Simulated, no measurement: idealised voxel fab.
Process module in this document: voxel capacitor over wiring
Cross-section cut spans 225 nm and uses square cells 5 nm in size.
The cross-sections in this document take the form of a grid made of square cells. They are written out as bands, in order from top to bottom. Each band consists of one or more rows of cells.
Each band's line starts with the height of the band's top and of its bottom, in nm. Then come its materials from left to right, each with its width in nm. One material with "everywhere" fills the band from edge to edge. "air" is empty space.
Height is counted from the level 0, under which the received wafer is composed throughout of one material. The lowest of the bands is not closed at the bottom but continues downward, in the notation "from 0 down".
When a width is written as two numbers, as in "30->40", the first number is the width in the top row of cells of the band and the second is the width in its bottom row, and the width changes by the same amount from each row to the next.
Basically "everything unchanged" means that step didn't change any cell in the cross-section.
This entry, "Trapped void list", enumerates those empty regions of no fewer than 8 cells that possess no open connection to the top. Each region is reported in the form width x height at distance, the distance being taken from the left edge, with all three quantities expressed in nm.
after a step's settings: what the simulator itself notes on the step
The setting "overlay nm" may be written on the line of a step. When the step uses a mask, the value reports how far to the right of the planned place the mask lay, and a negative value reports that it lay to the left.
[Steps planned for the process]
1) RECEIVE (material Si)
2) CONFORMAL_DEP (material SiO2; thk nm 10)
3) CONFORMAL_DEP (material SiN; thk nm 5)
4) DIRECTIONAL_DEP (material SiO2; thk nm 20)
5) DIRECTIONAL_DEP (material aC; thk nm 15)
6) PATTERN (tone open; mask id METAL_1; material resist; width nm 25; pitch nm 85; thk nm 35; overlay nm 0)
7) DIRECTIONAL_ETCH (etch materials aC; depth nm 15)
8) STRIP (etch materials resist)
9) DIRECTIONAL_ETCH (etch materials SiO2; depth nm 20)
10) DIRECTIONAL_ETCH (etch materials SiN; depth nm 5)
11) STRIP (etch materials aC)
12) CONFORMAL_DEP (material TiN; thk nm 5)
13) FILL_DEP (material Cu; thk nm 10)
14) CMP (height nm 35)
15) CONFORMAL_DEP (material SiCN; thk nm 5)
16) DIRECTIONAL_DEP (material lowk; thk nm 20)
17) MASKED_ETCH (tone open; mask id PLUG_1; width nm 15; etch materials lowk; depth nm 20; overlay nm 0)
18) MASKED_ETCH (tone open; mask id PLUG_1; width nm 15; etch materials SiCN; depth nm 5; overlay nm 0)
19) CONFORMAL_DEP (material TiN; thk nm 5)
20) FILL_DEP (material W; thk nm 5)
21) CMP (height nm 60)
22) DIRECTIONAL_DEP (material TiN; thk nm 10)
23) DIRECTIONAL_DEP (material SiN; thk nm 5)
24) DIRECTIONAL_DEP (material TiN; thk nm 10)
25) PATTERN (tone cover; mask id UPPER_PLATE; material resist; width nm 65; thk nm 20; overlay nm 0)
26) DIRECTIONAL_ETCH (etch materials TiN; depth nm 10)
27) DIRECTIONAL_ETCH (etch materials SiN; depth nm 5)
28) STRIP (etch materials resist)
29) MASKED_ETCH (tone cover; mask id LOWER_PLATE; width nm 75; etch materials TiN; depth nm 10; overlay nm 0)
30) FILL_DEP (material SiO2; thk nm 15)
31) CMP (height nm 95)
32) DIRECTIONAL_DEP (material aC; thk nm 10)
33) PATTERN (tone open; mask id PLUG_2; material resist; width nm 15; thk nm 25; overlay nm 0)
34) DIRECTIONAL_ETCH (etch materials aC; depth nm 10)
35) STRIP (etch materials resist)
36) DIRECTIONAL_ETCH (etch materials SiO2; depth nm 10)
37) STRIP (etch materials aC)
38) CONFORMAL_DEP (material TiN; thk nm 5)
39) FILL_DEP (material Cu; thk nm 10)
40) CMP (height nm 95)
41) CONFORMAL_DEP (material SiCN; thk nm 5)
[First wafer, two in total, run as planned]
[Wafer as received: cross-section following step 1]
- from 0 down: Si everywhere
- Trapped void list: none
[Cross-section through the wafer, step 2 finished]
- from 10 to 0: SiO2 everywhere
- Below 0, no change.
[Cross-section through the wafer, step 3 finished]
- from 15 to 10: SiN everywhere
- Below 10, no change.
[Cross-section through the wafer, step 4 finished]
- from 35 to 15: SiO2 everywhere
- Below 15, no change.
[Cross-section through the wafer, step 5 finished]
- from 50 to 35: aC everywhere
- Below 35, no change.
[Cross-section through the wafer, step 6 finished]
- from 85 to 50: resist (55), air (25), resist (60), air (25), resist (60)
- Below 50, no change.
[Cross-section through the wafer, step 7 finished]
- from 70 to 50: resist (55), air (25), resist (60), air (25), resist (60)
- from 50 to 35: aC (55), air (25), aC (60), air (25), aC (60)
- Below 35, no change.
[Cross-section through the wafer, step 8 finished]
- from 50 to 35: aC (55), air (25), aC (60), air (25), aC (60)
- Below 35, no change.
[Cross-section through the wafer, step 9 finished]
- from 50 to 35: aC (55), air (25), aC (60), air (25), aC (60)
- from 35 to 15: SiO2 (55), air (25), SiO2 (60), air (25), SiO2 (60)
- Below 15, no change.
[Cross-section through the wafer, step 10 finished]
- from 50 to 35: aC (55), air (25), aC (60), air (25), aC (60)
- from 35 to 15: SiO2 (55), air (25), SiO2 (60), air (25), SiO2 (60)
- from 15 to 10: SiN (55), air (25), SiN (60), air (25), SiN (60)
- Below 10, no change.
[Cross-section through the wafer, step 11 finished]
- from 35 to 15: SiO2 (55), air (25), SiO2 (60), air (25), SiO2 (60)
- Below 15, no change.
[Cross-section through the wafer, step 12 finished]
- from 40 to 35: TiN (60), air (15), TiN (70), air (15), TiN (65)
- from 35 to 15: SiO2 (55), TiN (5), air (15), TiN (5), SiO2 (60), TiN (5), air (15), TiN (5), SiO2 (60)
- from 15 to 10: SiN (55), TiN (25), SiN (60), TiN (25), SiN (60)
- Below 10, no change.
[Cross-section through the wafer, step 13 finished]
- from 50 to 40: Cu everywhere
- from 40 to 35: TiN (60), Cu (15), TiN (70), Cu (15), TiN (65)
- from 35 to 15: SiO2 (55), TiN (5), Cu (15), TiN (5), SiO2 (60), TiN (5), Cu (15), TiN (5), SiO2 (60)
- Below 15, no change.
[Cross-section through the wafer, step 14 finished]
- from 35 to 15: SiO2 (55), TiN (5), Cu (15), TiN (5), SiO2 (60), TiN (5), Cu (15), TiN (5), SiO2 (60)
- Below 15, no change.
[Cross-section through the wafer, step 15 finished]
- from 40 to 35: SiCN everywhere
- Below 35, no change.
[Cross-section through the wafer, step 16 finished]
- from 60 to 40: lowk everywhere
- Below 40, no change.
[Cross-section through the wafer, step 17 finished]
- from 60 to 40: lowk (65), air (15), lowk (145)
- Below 40, no change.
[Cross-section through the wafer, step 18 finished]
- from 60 to 40: lowk (65), air (15), lowk (145)
- from 40 to 35: SiCN (65), air (15), SiCN (145)
- Below 35, no change.
[Cross-section through the wafer, step 19 finished]
- from 65 to 60: TiN (70), air (5), TiN (150)
- from 60 to 40: lowk (65), TiN (5), air (5), TiN (5), lowk (145)
- from 40 to 35: SiCN (65), TiN (15), SiCN (145)
- Below 35, no change.
[Cross-section through the wafer, step 20 finished]
- from 70 to 65: W everywhere
- from 65 to 60: TiN (70), W (5), TiN (150)
- from 60 to 40: lowk (65), TiN (5), W (5), TiN (5), lowk (145)
- Below 40, no change.
[Cross-section through the wafer, step 21 finished]
- from 60 to 40: lowk (65), TiN (5), W (5), TiN (5), lowk (145)
- Below 40, no change.
[Cross-section through the wafer, step 22 finished]
- from 70 to 60: TiN everywhere
- Below 60, no change.
[Cross-section through the wafer, step 23 finished]
- from 75 to 70: SiN everywhere
- Below 70, no change.
[Cross-section through the wafer, step 24 finished]
- from 85 to 75: TiN everywhere
- Below 75, no change.
[Cross-section through the wafer, step 25 finished]
- from 105 to 85: air (65), resist (65), air (95)
- Below 85, no change.
[Cross-section through the wafer, step 26 finished]
- from 105 to 85: air (65), resist (65), air (95)
- from 85 to 75: air (65), TiN (65), air (95)
- Below 75, no change.
[Cross-section through the wafer, step 27 finished]
- from 105 to 85: air (65), resist (65), air (95)
- from 85 to 75: air (65), TiN (65), air (95)
- from 75 to 70: air (65), SiN (65), air (95)
- Below 70, no change.
[Cross-section through the wafer, step 28 finished]
- from 85 to 75: air (65), TiN (65), air (95)
- Below 75, no change.
[Cross-section through the wafer, step 29 finished]
- from 85 to 75: air (65), TiN (65), air (95)
- from 75 to 70: air (65), SiN (65), air (95)
- from 70 to 60: air (60), TiN (75), air (90)
- Below 60, no change.
[Cross-section through the wafer, step 30 finished]
- from 100 to 85: SiO2 everywhere
- from 85 to 75: SiO2 (65), TiN (65), SiO2 (95)
- from 75 to 70: SiO2 (65), SiN (65), SiO2 (95)
- from 70 to 60: SiO2 (60), TiN (75), SiO2 (90)
- Below 60, no change.
[Cross-section through the wafer, step 31 finished]
- from 95 to 85: SiO2 everywhere
- Below 85, no change.
[Cross-section through the wafer, step 32 finished]
- from 105 to 95: aC everywhere
- Below 95, no change.
[Cross-section through the wafer, step 33 finished]
- from 130 to 105: resist (75), air (15), resist (135)
- Below 105, no change.
[Cross-section through the wafer, step 34 finished]
- from 120 to 105: resist (75), air (15), resist (135)
- from 105 to 95: aC (75), air (15), aC (135)
- Below 95, no change.
[Cross-section through the wafer, step 35 finished]
- from 105 to 95: aC (75), air (15), aC (135)
- Below 95, no change.
[Cross-section through the wafer, step 36 finished]
- from 105 to 95: aC (75), air (15), aC (135)
- from 95 to 85: SiO2 (75), air (15), SiO2 (135)
- Below 85, no change.
[Cross-section through the wafer, step 37 finished]
- from 95 to 85: SiO2 (75), air (15), SiO2 (135)
- Below 85, no change.
[Cross-section through the wafer, step 38 finished]
- from 100 to 95: TiN (80), air (5), TiN (140)
- from 95 to 90: SiO2 (75), TiN (5), air (5), TiN (5), SiO2 (135)
- from 90 to 85: SiO2 (75), TiN (15), SiO2 (135)
- Below 85, no change.
[Cross-section through the wafer, step 39 finished]
- from 110 to 100: Cu everywhere
- from 100 to 95: TiN (80), Cu (5), TiN (140)
- from 95 to 90: SiO2 (75), TiN (5), Cu (5), TiN (5), SiO2 (135)
- Below 90, no change.
[Cross-section through the wafer, step 40 finished]
- from 95 to 90: SiO2 (75), TiN (5), Cu (5), TiN (5), SiO2 (135)
- Below 90, no change.
[Cross-section through the wafer, step 41 finished]
- from 100 to 95: SiCN everywhere
- Below 95, no change.
[The second wafer began exactly as the first did and followed the same plan, but one mistake was made while running it; through step 21 inclusive, the two wafers are identical]
[Cross-sectional representation of the second wafer at the time designated in the plan for the completion of step 22]
- from 65 to 60: SiN everywhere
- Below 60, no change.
[Cross-sectional representation of the second wafer at the time designated in the plan for the completion of step 23]
- from 75 to 65: TiN everywhere
- Below 65, no change.
[Cross-sectional representation of the second wafer at the time designated in the plan for the completion of step 24]
- from 85 to 65: TiN everywhere
- Below 65, no change.
[Cross-sectional representation of the second wafer at the time designated in the plan for the completion of step 25]
- from 105 to 85: air (65), resist (65), air (95)
- Below 85, no change.
[Cross-sectional representation of the second wafer at the time designated in the plan for the completion of step 26]
- from 105 to 85: air (65), resist (65), air (95)
- from 85 to 75: air (65), TiN (65), air (95)
- Below 75, no change.
Cross-sectional representation of the second wafer at the time designated in the plan for the completion of step 27: everything unchanged
[Cross-sectional representation of the second wafer at the time designated in the plan for the completion of step 28]
- from 85 to 75: air (65), TiN (65), air (95)
- Below 75, no change.
[Cross-sectional representation of the second wafer at the time designated in the plan for the completion of step 29]
- from 85 to 75: air (65), TiN (65), air (95)
- from 75 to 65: air (60), TiN (75), air (90)
- Below 65, no change.
[Cross-sectional representation of the second wafer at the time designated in the plan for the completion of step 30]
- from 100 to 85: SiO2 everywhere
- from 85 to 75: SiO2 (65), TiN (65), SiO2 (95)
- from 75 to 65: SiO2 (60), TiN (75), SiO2 (90)
- Below 65, no change.
[Cross-sectional representation of the second wafer at the time designated in the plan for the completion of step 31]
- from 95 to 85: SiO2 everywhere
- Below 85, no change.
[Cross-sectional representation of the second wafer at the time designated in the plan for the completion of step 32]
- from 105 to 95: aC everywhere
- Below 95, no change.
[Cross-sectional representation of the second wafer at the time designated in the plan for the completion of step 33]
- from 130 to 105: resist (75), air (15), resist (135)
- Below 105, no change.
[Cross-sectional representation of the second wafer at the time designated in the plan for the completion of step 34]
- from 120 to 105: resist (75), air (15), resist (135)
- from 105 to 95: aC (75), air (15), aC (135)
- Below 95, no change.
[Cross-sectional representation of the second wafer at the time designated in the plan for the completion of step 35]
- from 105 to 95: aC (75), air (15), aC (135)
- Below 95, no change.
[Cross-sectional representation of the second wafer at the time designated in the plan for the completion of step 36]
- from 105 to 95: aC (75), air (15), aC (135)
- from 95 to 85: SiO2 (75), air (15), SiO2 (135)
- Below 85, no change.
[Cross-sectional representation of the second wafer at the time designated in the plan for the completion of step 37]
- from 95 to 85: SiO2 (75), air (15), SiO2 (135)
- Below 85, no change.
[Cross-sectional representation of the second wafer at the time designated in the plan for the completion of step 38]
- from 100 to 95: TiN (80), air (5), TiN (140)
- from 95 to 90: SiO2 (75), TiN (5), air (5), TiN (5), SiO2 (135)
- from 90 to 85: SiO2 (75), TiN (15), SiO2 (135)
- Below 85, no change.
[Cross-sectional representation of the second wafer at the time designated in the plan for the completion of step 39]
- from 110 to 100: Cu everywhere
- from 100 to 95: TiN (80), Cu (5), TiN (140)
- from 95 to 90: SiO2 (75), TiN (5), Cu (5), TiN (5), SiO2 (135)
- Below 90, no change.
[Cross-sectional representation of the second wafer at the time designated in the plan for the completion of step 40]
- from 95 to 90: SiO2 (75), TiN (5), Cu (5), TiN (5), SiO2 (135)
- Below 90, no change.
[Cross-sectional representation of the second wafer at the time designated in the plan for the completion of step 41]
- from 100 to 95: SiCN everywhere
- Below 95, no change.
The plan and the run diverged here: deviation from plan: step 23 and step 22 executed in one another's positions
Final cells, second wafer relative to first, materials higher or lower: 32 more of SiN | 32 fewer of SiO2
